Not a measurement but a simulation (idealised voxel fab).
The process module that follows is named voxel wiring stack.
Cross-section cut spans 155 nm and uses square cells 5 nm in size.
Bands, listed from the top down, are how a cross-section gets written in this document; the cross-section itself is a grid of square cells, and a band is one or more rows of them.
The entry gives the band's vertical extent as a top height and a bottom height in nm, then its horizontal make-up as materials from left to right, each with a width in nm. "empty" stands for empty space; a single material marked "edge to edge" fills the band edge to edge.
Note: height 0 marks the level under which the wafer is uniformly one material as received. Lowest band unbounded below, written "from 0 down".
The notation "30..40" denotes a width that varies across the rows of cells in the band, beginning at the first number in the top row, finishing at the second number in the bottom row, and changing by an identical amount from each row to the next.
It should be understood that the words "no change occurred", when stated for a given step, signify that the cross-section underwent no change in any of its cells during that step.
What "Fully closed voids" gives you is every empty space of 8 cells or more that is cut off from the top. Each appears as width x height at distance, with the distance taken from the left edge and width, height and distance all in nm.
Whatever follows a step's settings on its line is a remark the simulator itself makes about that step.
"overlay nm" denotes, for a step that has a mask, the displacement of the mask to the right of its planned place, with negative values corresponding to the left.
### The process steps that were planned are listed below
1. RECEIVE [material Si]
2. CONFORMAL_DEP [material SiO2] [thk nm 15]
3. CONFORMAL_DEP [material SiCN] [thk nm 5]
4. DIRECTIONAL_DEP [material lowk] [thk nm 20]
5. PATTERN [tone open] [mask id METAL_1] [material resist] [width nm 20] [pitch nm 40] [thk nm 20] [overlay nm 0]
6. DIRECTIONAL_ETCH [etch materials lowk] [depth nm 20]
7. DIRECTIONAL_ETCH [etch materials SiCN] [depth nm 5]
8. STRIP [etch materials resist]
9. CONFORMAL_DEP [material TiN] [thk nm 5]
10. FILL_DEP [material W] [thk nm 10]
11. CMP [height nm 40]
12. CONFORMAL_DEP [material SiCN] [thk nm 5]
13. DIRECTIONAL_DEP [material lowk] [thk nm 15]
14. MASKED_ETCH [tone open] [mask id PLUG_1] [width nm 15] [pitch nm 40] [etch materials lowk] [depth nm 15] [overlay nm 0]
15. MASKED_ETCH [tone open] [mask id PLUG_1] [width nm 15] [pitch nm 40] [etch materials SiCN] [depth nm 5] [overlay nm 0]
16. EPI [material Ru] [thk nm 10]
17. EPI [material Ru] [thk nm 10]
18. CONFORMAL_DEP [material SiCN] [thk nm 5]
19. DIRECTIONAL_DEP [material SiO2] [thk nm 25]
20. DIRECTIONAL_DEP [material aC] [thk nm 10]
21. PATTERN [tone open] [mask id METAL_2] [material resist] [width nm 20] [pitch nm 40] [thk nm 25] [overlay nm 0]
22. DIRECTIONAL_ETCH [etch materials aC] [depth nm 10]
23. STRIP [etch materials resist]
24. DIRECTIONAL_ETCH [etch materials SiO2] [depth nm 25]
25. DIRECTIONAL_ETCH [etch materials SiCN] [depth nm 5]
26. STRIP [etch materials aC]
27. CONFORMAL_DEP [material TiN] [thk nm 5]
28. FILL_DEP [material W] [thk nm 10]
29. CMP [height nm 90]
30. CONFORMAL_DEP [material SiCN] [thk nm 5]
31. DIRECTIONAL_DEP [material SiO2] [thk nm 15]
32. MASKED_ETCH [tone open] [mask id PLUG_2] [width nm 15] [pitch nm 40] [etch materials SiO2] [depth nm 15] [overlay nm 0]
33. MASKED_ETCH [tone open] [mask id PLUG_2] [width nm 15] [pitch nm 40] [etch materials SiCN] [depth nm 5] [overlay nm 0]
34. EPI [material Ru] [thk nm 10]
35. EPI [material Ru] [thk nm 10]
36. CONFORMAL_DEP [material SiCN] [thk nm 5]
37. DIRECTIONAL_DEP [material lowk] [thk nm 15]
38. DIRECTIONAL_DEP [material aC] [thk nm 10]
39. PATTERN [tone open] [mask id METAL_3] [material resist] [width nm 20] [pitch nm 40] [thk nm 30] [overlay nm 0]
40. DIRECTIONAL_ETCH [etch materials aC] [depth nm 10]
41. STRIP [etch materials resist]
42. DIRECTIONAL_ETCH [etch materials lowk] [depth nm 15]
43. DIRECTIONAL_ETCH [etch materials SiCN] [depth nm 5]
44. STRIP [etch materials aC]
45. CONFORMAL_DEP [material TiN] [thk nm 5]
46. FILL_DEP [material Cu] [thk nm 5]
47. CMP [height nm 130]
48. EPI [material Ru] [thk nm 5]
49. FILL_DEP [material SiCN] [thk nm 5]
### Step 1 complete: cross-section of the wafer as received
    from 0 down | Si edge to edge
    Fully closed voids: none
### First wafer of two, sectioned at end of module; run went per plan
    from 140 to 135 | SiCN edge to edge
    from 135 to 130 | 20 SiCN | 30 Ru | 10 SiCN | 30 Ru | 10 SiCN | 30 Ru | 25 SiCN
    from 130 to 115 | 25 lowk | 5 TiN | 10 Cu | 5 TiN | 20 lowk | 5 TiN | 10 Cu | 5 TiN | 20 lowk | 5 TiN | 10 Cu | 5 TiN | 30 lowk
    from 115 to 110 | 25 SiCN | 20 TiN | 20 SiCN | 20 TiN | 20 SiCN | 20 TiN | 30 SiCN
    from 110 to 95 | 25 SiO2 | 15 Ru | 25 SiO2 | 15 Ru | 25 SiO2 | 15 Ru | 35 SiO2
    from 95 to 90 | 25 SiCN | 15 Ru | 25 SiCN | 15 Ru | 25 SiCN | 15 Ru | 35 SiCN
    from 90 to 65 | 25 SiO2 | 5 TiN | 10 W | 5 TiN | 20 SiO2 | 5 TiN | 10 W | 5 TiN | 20 SiO2 | 5 TiN | 10 W | 5 TiN | 30 SiO2
    from 65 to 60 | 25 SiCN | 20 TiN | 20 SiCN | 20 TiN | 20 SiCN | 20 TiN | 30 SiCN
    from 60 to 45 | 25 lowk | 15 Ru | 25 lowk | 15 Ru | 25 lowk | 15 Ru | 35 lowk
    from 45 to 40 | 25 SiCN | 15 Ru | 25 SiCN | 15 Ru | 25 SiCN | 15 Ru | 35 SiCN
    from 40 to 20 | 25 lowk | 5 TiN | 10 W | 5 TiN | 20 lowk | 5 TiN | 10 W | 5 TiN | 20 lowk | 5 TiN | 10 W | 5 TiN | 30 lowk
    from 20 to 15 | 25 SiCN | 20 TiN | 20 SiCN | 20 TiN | 20 SiCN | 20 TiN | 30 SiCN
    from 15 to 0 | SiO2 edge to edge
    from 0 down | Si edge to edge
    Fully closed voids: none
### Wafer two, sectioned after the module: the first wafer's start, the first wafer's plan, and one mistake in how it was run
    from 140 to 135 | SiCN edge to edge
    from 135 to 130 | 20 SiCN | 30 Ru | 10 SiCN | 30 Ru | 10 SiCN | 30 Ru | 25 SiCN
    from 130 to 125 | 25 SiCN | 20 TiN | 20 SiCN | 20 TiN | 20 SiCN | 20 TiN | 30 SiCN
    from 125 to 110 | 25 SiO2 | 5 SiCN | 5 TiN | 5 SiCN | 25 SiO2 | 5 SiCN | 5 TiN | 5 SiCN | 25 SiO2 | 5 SiCN | 5 TiN | 5 SiCN | 35 SiO2
    from 110 to 95 | SiO2 edge to edge
    from 95 to 90 | SiCN edge to edge
    from 90 to 65 | 25 SiO2 | 5 TiN | 10 W | 5 TiN | 20 SiO2 | 5 TiN | 10 W | 5 TiN | 20 SiO2 | 5 TiN | 10 W | 5 TiN | 30 SiO2
    from 65 to 60 | 25 SiCN | 20 TiN | 20 SiCN | 20 TiN | 20 SiCN | 20 TiN | 30 SiCN
    from 60 to 45 | 25 lowk | 15 Ru | 25 lowk | 15 Ru | 25 lowk | 15 Ru | 35 lowk
    from 45 to 40 | 25 SiCN | 15 Ru | 25 SiCN | 15 Ru | 25 SiCN | 15 Ru | 35 SiCN
    from 40 to 20 | 25 lowk | 5 TiN | 10 W | 5 TiN | 20 lowk | 5 TiN | 10 W | 5 TiN | 20 lowk | 5 TiN | 10 W | 5 TiN | 30 lowk
    from 20 to 15 | 25 SiCN | 20 TiN | 20 SiCN | 20 TiN | 20 SiCN | 20 TiN | 30 SiCN
    from 15 to 0 | SiO2 edge to edge
    from 0 down | Si edge to edge
    Fully closed voids: none
Misprocessing identified: step 31 of the plan was performed twice
FYI, end of process, the second wafer has more or fewer cells of some materials than the first: Cu -18; Ru -36; SiCN +27; SiO2 +93; TiN -9; lowk -57
